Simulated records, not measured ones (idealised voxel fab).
Title: Process Module voxel plated lines
In the cross-section labelled cut, the width is 265 nm and each square cell is 5 nm.
Just so we're on the same page, the cross-sections are grids of square cells, and they're listed out in bands top to bottom, each band one or more rows deep. The entry gives the band's vertical extent as a top height and a bottom height in nm, then its horizontal make-up as materials from left to right, each with a width in nm. "empty" stands for empty space; a single material marked "full width" fills the band edge to edge. For the purposes of this specification, 0 denotes the height below which the wafer in its as-received condition is composed wholly of one material, and the lowermost band, lacking a lower limit, extends downward without end, as expressed in "0 -> down". Graded width ("30->40"): value in top row of band = first number; value in bottom row = second number; row-to-row change constant. Where the words "remains unaltered" appear for a step, the cross-section shows no cell changed by that step; every cell remained as before. "Voids, fully enclosed" lists enclosed empty spaces (at least 8 cells, no open path upward to the top), each as width x height at distance from the left edge, in nm. Where a step's line continues beyond its settings, the continuation is a remark by the simulator itself on that step. overlay nm: how far to the right of its planned place the mask lay on this masked step (negative: to the left).

**The planned process steps are enumerated hereunder**
| 1 | RECEIVE,material Si |
| 2 | CONFORMAL_DEP,material SiO2,thk nm 5 |
| 3 | DIRECTIONAL_DEP,material TiN,thk nm 5 |
| 4 | PATTERN,tone open,mask id LINES,material resist,width nm 25,pitch nm 55,thk nm 20,overlay nm -15 |
| 5 | EPI,material Ru,thk nm 10 |
| 6 | STRIP,etch materials resist |
| 7 | DIRECTIONAL_ETCH,etch materials TiN,depth nm 5 |
| 8 | CONFORMAL_DEP,material SiCN,thk nm 5 |
Be aware that, although all wafers share a common starting state, the overlay nm at step 4 differs among them, and the plan displays the first wafer's value.

**Cross-section of the first of several wafers as received (after step 1)**
* 0 -> down: Si full width
* Voids, fully enclosed: none

**Quick look at the cross-section of the first of several wafers after step 8, which wraps up the module**
* 25 -> 20: 45 of empty / 35 of SiCN / 20 of empty / 35 of SiCN / 20 of empty / 35 of SiCN / 75 of empty
* 20 -> 10: 45 of empty / 5 of SiCN / 25 of Ru / 5 of SiCN / 20 of empty / 5 of SiCN / 25 of Ru / 5 of SiCN / 20 of empty / 5 of SiCN / 25 of Ru / 5 of SiCN / 75 of empty
* 10 -> 5: 50 of SiCN / 25 of TiN / 30 of SiCN / 25 of TiN / 30 of SiCN / 25 of TiN / 80 of SiCN
* 5 -> 0: SiO2 full width
* 0 -> down: Si full width
* Voids, fully enclosed: none

**End of module, last wafer sectioned**
* 25 -> 20: 75 of empty / 35 of SiCN / 20 of empty / 35 of SiCN / 20 of empty / 35 of SiCN / 45 of empty
* 20 -> 10: 75 of empty / 5 of SiCN / 25 of Ru / 5 of SiCN / 20 of empty / 5 of SiCN / 25 of Ru / 5 of SiCN / 20 of empty / 5 of SiCN / 25 of Ru / 5 of SiCN / 45 of empty
* 10 -> 5: 80 of SiCN / 25 of TiN / 30 of SiCN / 25 of TiN / 30 of SiCN / 25 of TiN / 50 of SiCN
* 5 -> 0: SiO2 full width
* 0 -> down: Si full width
* Voids, fully enclosed: none

**Gained (+) or lost (-) cells of each material since receipt, then closed voids: one row per wafer, at the end of the module**
overlay nm -15 | +30 Ru | +71 SiCN | +53 SiO2 | +15 TiN | Voids, fully enclosed: none
overlay nm -10 | +30 Ru | +71 SiCN | +53 SiO2 | +15 TiN | Voids, fully enclosed: none
overlay nm -5 | +30 Ru | +71 SiCN | +53 SiO2 | +15 TiN | Voids, fully enclosed: none
overlay nm 0 | +30 Ru | +71 SiCN | +53 SiO2 | +15 TiN | Voids, fully enclosed: none
overlay nm 5 | +30 Ru | +71 SiCN | +53 SiO2 | +15 TiN | Voids, fully enclosed: none
overlay nm 10 | +30 Ru | +71 SiCN | +53 SiO2 | +15 TiN | Voids, fully enclosed: none
overlay nm 15 | +30 Ru | +71 SiCN | +53 SiO2 | +15 TiN | Voids, fully enclosed: none
